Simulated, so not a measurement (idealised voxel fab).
This is a process module. Its name is voxel self aligned vias.
Each square cell in cross-section cut measures 5 nm, and the section as a whole is 190 nm wide.
Cross-sections here: square-cell grids, written as top-down lists of bands, a band being one or more rows of cells. Top, bottom (nm), then materials left to right with widths (nm); lone material tagged "all across" fills the whole band edge to edge; "blank" = empty space. Below 0: as-received wafer, all one material; heights counted from there. Lowest band: no bottom, goes on down, written "0..down". When a width is written as two numbers, as in "30->40", the first number is the width in the top row of cells of the band and the second is the width in its bottom row, and the width changes by the same amount from each row to the next. Step marked "remained the same"? Then no cell in the cross-section changed in it. The list in "Non-vented voids" covers empty spaces of 8 cells or more that cannot reach the top through any open way, and it gives each as width x height at distance; the distance is from the left edge, and width, height and distance are in nm. Formally, on a step line, whatever follows the settings is a remark that the simulator itself makes on the step. "overlay nm" denotes, for a step that has a mask, the displacement of the mask to the right of its planned place, with negative values corresponding to the left.
### The process steps that were planned are listed below
- 1: RECEIVE | material Si
- 2: CONFORMAL_DEP | material SiO2 | thk nm 15
- 3: CONFORMAL_DEP | material SiCN | thk nm 5
- 4: DIRECTIONAL_DEP | material SiO2 | thk nm 30
- 5: DIRECTIONAL_DEP | material aC | thk nm 10
- 6: PATTERN | tone open | mask id LINES | material resist | width nm 25 | pitch nm 75 | thk nm 30 | overlay nm 0
- 7: DIRECTIONAL_ETCH | etch materials aC | depth nm 10
- 8: STRIP | etch materials resist
- 9: DIRECTIONAL_ETCH | etch materials SiO2 | depth nm 30
- 10: STRIP | etch materials aC
- 11: CONFORMAL_DEP | material TiN | thk nm 5
- 12: FILL_DEP | material W | thk nm 10
- 13: CMP | height nm 50
- 14: SELECTIVE_ETCH | etch materials W Ru TiN | depth nm 5
- 15: FILL_DEP | material SiN | thk nm 5
- 16: CMP | height nm 50
- 17: DIRECTIONAL_DEP | material SiO2 | thk nm 20
- 18: MASKED_ETCH | tone open | mask id VIAS | width nm 45 | pitch nm 75 | etch materials SiO2 | depth nm 20 | overlay nm 0
- 19: MASKED_ETCH | tone open | mask id VIAS | width nm 45 | pitch nm 75 | etch materials SiN | depth nm 5 | overlay nm 0
- 20: CONFORMAL_DEP | material TiN | thk nm 5
- 21: FILL_DEP | material W | thk nm 5
- 22: CMP | height nm 70
- 23: CONFORMAL_DEP | material SiCN | thk nm 5
### Here's what the wafer looked like in cross-section when it arrived - that's after step 1
* 0..down  Si all across
* Non-vented voids: none
### Result of the module, cross-sectioned: start per above, plan per above, one error in how it was run
* 75..70  SiCN all across
* 70..55  SiO2 35 nm  TiN 5 nm  W 35 nm  TiN 5 nm  SiO2 30 nm  TiN 5 nm  W 35 nm  TiN 5 nm  SiO2 35 nm
* 55..50  SiO2 35 nm  TiN 15 nm  W 15 nm  TiN 15 nm  SiO2 30 nm  TiN 15 nm  W 15 nm  TiN 15 nm  SiO2 35 nm
* 50..45  SiO2 45 nm  TiN 25 nm  SiO2 50 nm  TiN 25 nm  SiO2 45 nm
* 45..25  SiO2 45 nm  TiN 5 nm  W 15 nm  TiN 5 nm  SiO2 50 nm  TiN 5 nm  W 15 nm  TiN 5 nm  SiO2 45 nm
* 25..20  SiO2 45 nm  TiN 25 nm  SiO2 50 nm  TiN 25 nm  SiO2 45 nm
* 20..5  SiO2 all across
* 5..0  SiCN all across
* 0..down  Si all across
* Non-vented voids: none
What went wrong in running the wafer? contrary to the plan, steps 2 and 3 were processed in exchanged order
